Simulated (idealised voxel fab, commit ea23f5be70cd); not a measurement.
The following is a process module called voxel capacitor over wiring.
Pictured: cross-section cut, 285 nm wide, on a grid of 5 nm square cells.
A cross-section is a grid of square cells, given in bands from the top down. A band is one or more rows of cells. Each band's line starts with the height of the band's top and of its bottom, in nm. Then come its materials from left to right, each with its width in nm. One material with "edge to edge" fills the band from edge to edge. "blank" is empty space. Heights from 0 (as-received wafer is one material below). Bottom band endless downward, as "from 0 down". A two-number width, for instance "30->40", indicates that the width is equal to the first number in the top row of the band and to the second number in the bottom row, and that it changes by a constant amount per row of cells. You'll sometimes find "stayed the same" written for a step, and that's the way of saying that nowhere in the cross-section did a cell change during that step. "Enclosed internal voids" specifies each empty space that is not open to the top and that occupies no fewer than 8 cells, using the form width x height at distance, the distance measured from the left edge and all three quantities in nm. Whatever follows a step's settings on its line is a remark the simulator itself makes about that step. The line of a step may include "overlay nm". On a step with a mask, this value is how far to the right of its planned place the mask lay. A negative value means the mask lay to the left.
## The steps planned for the process are as follows
1,RECEIVE with material Si
2,CONFORMAL_DEP with material SiO2, thk nm 15
3,DIRECTIONAL_DEP with material TiN, thk nm 5
4,DIRECTIONAL_DEP with material W, thk nm 25
5,MASKED_ETCH with tone cover, mask id METAL_1, width nm 20, pitch nm 85, etch materials W, depth nm 25, overlay nm 0
6,MASKED_ETCH with tone cover, mask id METAL_1, width nm 20, pitch nm 85, etch materials TiN, depth nm 5, overlay nm 0
7,CONFORMAL_DEP with material SiCN, thk nm 5
8,FILL_DEP with material SiO2, thk nm 5
9,CMP with height nm 45
10,CONFORMAL_DEP with material SiCN, thk nm 5
11,DIRECTIONAL_DEP with material SiO2, thk nm 15
12,PATTERN with tone open, mask id PLUG_1, material resist, width nm 15, thk nm 20, overlay nm 0
13,DIRECTIONAL_ETCH with etch materials SiO2, depth nm 15
14,DIRECTIONAL_ETCH with etch materials SiCN, depth nm 5
15,STRIP with etch materials resist
16,EPI with material Ru, thk nm 10
17,EPI with material Ru, thk nm 10
18,DIRECTIONAL_DEP with material TiN, thk nm 5
19,DIRECTIONAL_DEP with material SiN, thk nm 5
20,DIRECTIONAL_DEP with material TiN, thk nm 5
21,MASKED_ETCH with tone cover, mask id UPPER_PLATE, width nm 70, etch materials TiN, depth nm 5, overlay nm 0
22,MASKED_ETCH with tone cover, mask id UPPER_PLATE, width nm 70, etch materials SiN, depth nm 5, overlay nm 0
23,MASKED_ETCH with tone cover, mask id LOWER_PLATE, width nm 80, etch materials TiN, depth nm 5, overlay nm 0
24,FILL_DEP with material SiO2, thk nm 20
25,CMP with height nm 95
26,PATTERN with tone open, mask id PLUG_2, material resist, width nm 15, thk nm 15, overlay nm 0
27,DIRECTIONAL_ETCH with etch materials SiO2, depth nm 15
28,STRIP with etch materials resist
29,CONFORMAL_DEP with material TiN, thk nm 5
30,FILL_DEP with material Cu, thk nm 5
31,CMP with height nm 95
32,CONFORMAL_DEP with material SiN, thk nm 5
## Step 1 complete: cross-section of the wafer as received
> from 0 down: Si edge to edge
> Enclosed internal voids: none
## This is how the wafer looks in cross-section once the module is done, given the starting state and plan above and one mistake in carrying the plan out
> from 100 to 95: SiN edge to edge
> from 95 to 85: SiO2=105; TiN=5; Cu=5; TiN=5; SiO2=165
> from 85 to 80: SiO2=105; TiN=15; SiO2=165
> from 80 to 75: W edge to edge
> from 75 to 70: SiN edge to edge
> from 70 to 65: TiN edge to edge
> from 65 to 50: SiO2=95; Ru=15; SiO2=175
> from 50 to 45: SiCN=95; Ru=15; SiCN=175
> from 45 to 20: SiO2=85; SiCN=5; W=20; SiCN=5; SiO2=55; SiCN=5; W=20; SiCN=5; SiO2=85
> from 20 to 15: SiCN=90; TiN=20; SiCN=65; TiN=20; SiCN=90
> from 15 to 0: SiO2 edge to edge
> from 0 down: Si edge to edge
> Enclosed internal voids: none
Plan not followed: not per plan at step 20, really ran DIRECTIONAL_DEP with material W, thk nm 5
